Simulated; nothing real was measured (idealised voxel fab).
Process module name: voxel transistor to metal
In the cross-section labelled cut, the width is 295 nm and each square cell is 5 nm.
Cross-section = grid of square cells, listed top down in bands; band = one or more rows.
Read a band's entry like this: the first values are the height of its top and the height of its bottom in nm, and what follows is the sequence of materials from left to right, each with its width in nm. Note that "air" is empty space, and that a single material marked "everywhere" reaches across the band from edge to edge.
Ref level 0: as-received wafer is one material below here. Bottom band extends down with no lower bound ("0 -> down").
Per-row width for "30 to 40": begins at first number (top row of band), ends at second number (bottom row), increment between rows held constant.
"no modifications" after a step means that no cell of the cross-section changed.
Reported under the label "Unvented cavities" are the empty spaces having no open way to the top and comprising 8 cells or more; the notation for each is width x height at distance, in which the distance is measured from the left edge and all three values are in nm.
On each step's line, the part that comes after the settings is the simulator's own comment on the step.
"overlay nm", when on a step's line for a step with a mask, measures how far to the right of its planned place the mask lay; a negative measure means to the left.
[Intended process steps]
1: RECEIVE (material Si)
2: CONFORMAL_DEP (material SiO2; thk nm 5)
3: CONFORMAL_DEP (material SiN; thk nm 10)
4: DIRECTIONAL_DEP (material aC; thk nm 15)
5: PATTERN (tone cover; mask id ACTIVE; material resist; width nm 115; pitch nm 145; thk nm 30; overlay nm 0)
6: DIRECTIONAL_ETCH (etch materials aC; depth nm 15)
7: STRIP (etch materials resist)
8: DIRECTIONAL_ETCH (etch materials SiN; depth nm 10)
9: DIRECTIONAL_ETCH (etch materials SiO2; depth nm 5)
10: DIRECTIONAL_ETCH (etch materials Si; depth nm 30)
11: STRIP (etch materials aC)
12: OXIDIZE (depth nm 5)
13: FILL_DEP (material SiO2; thk nm 5)
14: CMP (height nm 15)
15: SELECTIVE_ETCH (etch materials SiO2; depth nm 10)
16: STRIP (etch materials SiN)
17: SELECTIVE_ETCH (etch materials SiO2; depth nm 5)
18: OXIDIZE (depth nm 5)
19: DIRECTIONAL_DEP (material polySi; thk nm 20)
20: DIRECTIONAL_DEP (material SiCN; thk nm 10)
21: DIRECTIONAL_DEP (material aC; thk nm 15)
22: PATTERN (tone cover; mask id GATE; material resist; width nm 25; pitch nm 145; thk nm 30; overlay nm 0)
23: DIRECTIONAL_ETCH (etch materials aC; depth nm 15)
24: STRIP (etch materials resist)
25: DIRECTIONAL_ETCH (etch materials SiCN; depth nm 20)
26: DIRECTIONAL_ETCH (etch materials polySi; depth nm 30)
27: STRIP (etch materials aC)
28: CONFORMAL_DEP (material SiN; thk nm 5)
29: DIRECTIONAL_ETCH (etch materials SiN; depth nm 5)
30: DIRECTIONAL_ETCH (etch materials SiO2; depth nm 5)
31: DIRECTIONAL_ETCH (etch materials Si; depth nm 5)
32: EPI (material pSi; thk nm 5)
33: FILL_DEP (material SiO2; thk nm 5)
34: CMP (height nm 20)
35: STRIP (etch materials polySi)
36: SELECTIVE_ETCH (etch materials SiO2; depth nm 5)
37: CONFORMAL_DEP (material HfO2; thk nm 5)
38: CONFORMAL_DEP (material TiN; thk nm 5)
39: FILL_DEP (material W; thk nm 10)
40: CMP (height nm 15)
41: DIRECTIONAL_DEP (material SiO2; thk nm 10)
42: PATTERN (tone open; mask id CONTACT; material resist; width nm 20; thk nm 15; overlay nm 0)
43: DIRECTIONAL_ETCH (etch materials SiO2; depth nm 30)
44: STRIP (etch materials resist)
45: CONFORMAL_DEP (material TiN; thk nm 5)
46: FILL_DEP (material W; thk nm 5)
47: CMP (height nm 25)
48: CONFORMAL_DEP (material SiN; thk nm 5)
49: DIRECTIONAL_DEP (material lowk; thk nm 20)
50: MASKED_ETCH (tone open; mask id METAL_1; width nm 20; etch materials lowk; depth nm 20; overlay nm 0)
51: MASKED_ETCH (tone open; mask id METAL_1; width nm 20; etch materials SiN; depth nm 5; overlay nm 0)
52: CONFORMAL_DEP (material TiN; thk nm 5)
53: FILL_DEP (material Cu; thk nm 5)
54: CMP (height nm 50)
55: EPI (material Ru; thk nm 5)
56: FILL_DEP (material SiCN; thk nm 5)
57: DIRECTIONAL_DEP (material lowk; thk nm 25)
58: MASKED_ETCH (tone open; mask id METAL_2_HOLES; width nm 15; pitch nm 145; etch materials lowk; depth nm 25; overlay nm 0)
59: DIRECTIONAL_DEP (material aC; thk nm 15)
60: PATTERN (tone open; mask id METAL_2; material resist; width nm 20; pitch nm 145; thk nm 35; overlay nm 0)
61: DIRECTIONAL_ETCH (etch materials aC; depth nm 15)
62: STRIP (etch materials resist)
63: DIRECTIONAL_ETCH (etch materials lowk; depth nm 15)
64: DIRECTIONAL_ETCH (etch materials SiCN; depth nm 5)
65: STRIP (etch materials aC)
66: CONFORMAL_DEP (material TiN; thk nm 5)
67: FILL_DEP (material Cu; thk nm 10)
68: CMP (height nm 85)
69: CONFORMAL_DEP (material SiN; thk nm 5)
[Cross-section of the wafer at receipt, which is the condition after step 1]
- 0 -> down  Si everywhere
- Unvented cavities: none
[Starting structure and process plan are as shown above, but one mistake was made in running the module; the wafer cross-section at the end of the module follows]
- 90 -> 85  SiN everywhere
- 85 -> 75  lowk 25 nm, TiN 5 nm, Cu 10 nm, TiN 5 nm, lowk 125 nm, TiN 5 nm, Cu 10 nm, TiN 5 nm, lowk 105 nm
- 75 -> 70  lowk 25 nm, TiN 5 nm, Cu 5 nm, TiN 10 nm, lowk 125 nm, TiN 5 nm, Cu 5 nm, TiN 10 nm, lowk 105 nm
- 70 -> 60  lowk 25 nm, TiN 5 nm, Cu 5 nm, TiN 5 nm, lowk 130 nm, TiN 5 nm, Cu 5 nm, TiN 5 nm, lowk 110 nm
- 60 -> 55  SiCN 25 nm, TiN 15 nm, SiCN 130 nm, TiN 15 nm, SiCN 110 nm
- 55 -> 50  SiCN 20 nm, Ru 30 nm, SiCN 45 nm, Ru 30 nm, SiCN 40 nm, Ru 30 nm, SiCN 45 nm, Ru 30 nm, SiCN 25 nm
- 50 -> 30  lowk 25 nm, TiN 5 nm, Cu 10 nm, TiN 5 nm, lowk 55 nm, TiN 5 nm, Cu 10 nm, TiN 5 nm, lowk 50 nm, TiN 5 nm, Cu 10 nm, TiN 5 nm, lowk 55 nm, TiN 5 nm, Cu 10 nm, TiN 5 nm, lowk 30 nm
- 30 -> 25  SiN 25 nm, TiN 20 nm, SiN 55 nm, TiN 20 nm, SiN 50 nm, TiN 20 nm, SiN 55 nm, TiN 20 nm, SiN 30 nm
- 25 -> 15  SiO2 25 nm, TiN 5 nm, W 10 nm, TiN 5 nm, SiO2 55 nm, TiN 5 nm, W 10 nm, TiN 5 nm, SiO2 50 nm, TiN 5 nm, W 10 nm, TiN 5 nm, SiO2 55 nm, TiN 5 nm, W 10 nm, TiN 5 nm, SiO2 30 nm
- 15 -> 0  SiO2 25 nm, TiN 5 nm, W 10 nm, TiN 5 nm, SiO2 10 nm, SiN 5 nm, TiN 5 nm, W 15 nm, TiN 5 nm, SiN 5 nm, SiO2 10 nm, TiN 5 nm, W 10 nm, TiN 5 nm, SiO2 50 nm, TiN 5 nm, W 10 nm, TiN 5 nm, SiO2 10 nm, SiN 5 nm, TiN 5 nm, W 15 nm, TiN 5 nm, SiN 5 nm, SiO2 10 nm, TiN 5 nm, W 10 nm, TiN 5 nm, SiO2 30 nm
- 0 -> -5  SiO2 25 nm, TiN 20 nm, SiO2 5 nm, pSi 5 nm, TiN 35 nm, pSi 5 nm, SiO2 5 nm, TiN 20 nm, SiO2 50 nm, TiN 20 nm, SiO2 5 nm, pSi 5 nm, TiN 35 nm, pSi 5 nm, SiO2 5 nm, TiN 20 nm, SiO2 30 nm
- -5 -> -10  SiO2 20 nm, pSi 35 nm, Si 35 nm, pSi 35 nm, SiO2 40 nm, pSi 35 nm, Si 35 nm, pSi 35 nm, SiO2 25 nm
- -10 -> -35  SiO2 20 nm, Si 105 nm, SiO2 40 nm, Si 105 nm, SiO2 25 nm
- -35 -> down  Si everywhere
- Unvented cavities: none
Finding, execution versus plan: with respect to the plan, step 37 was omitted and not executed
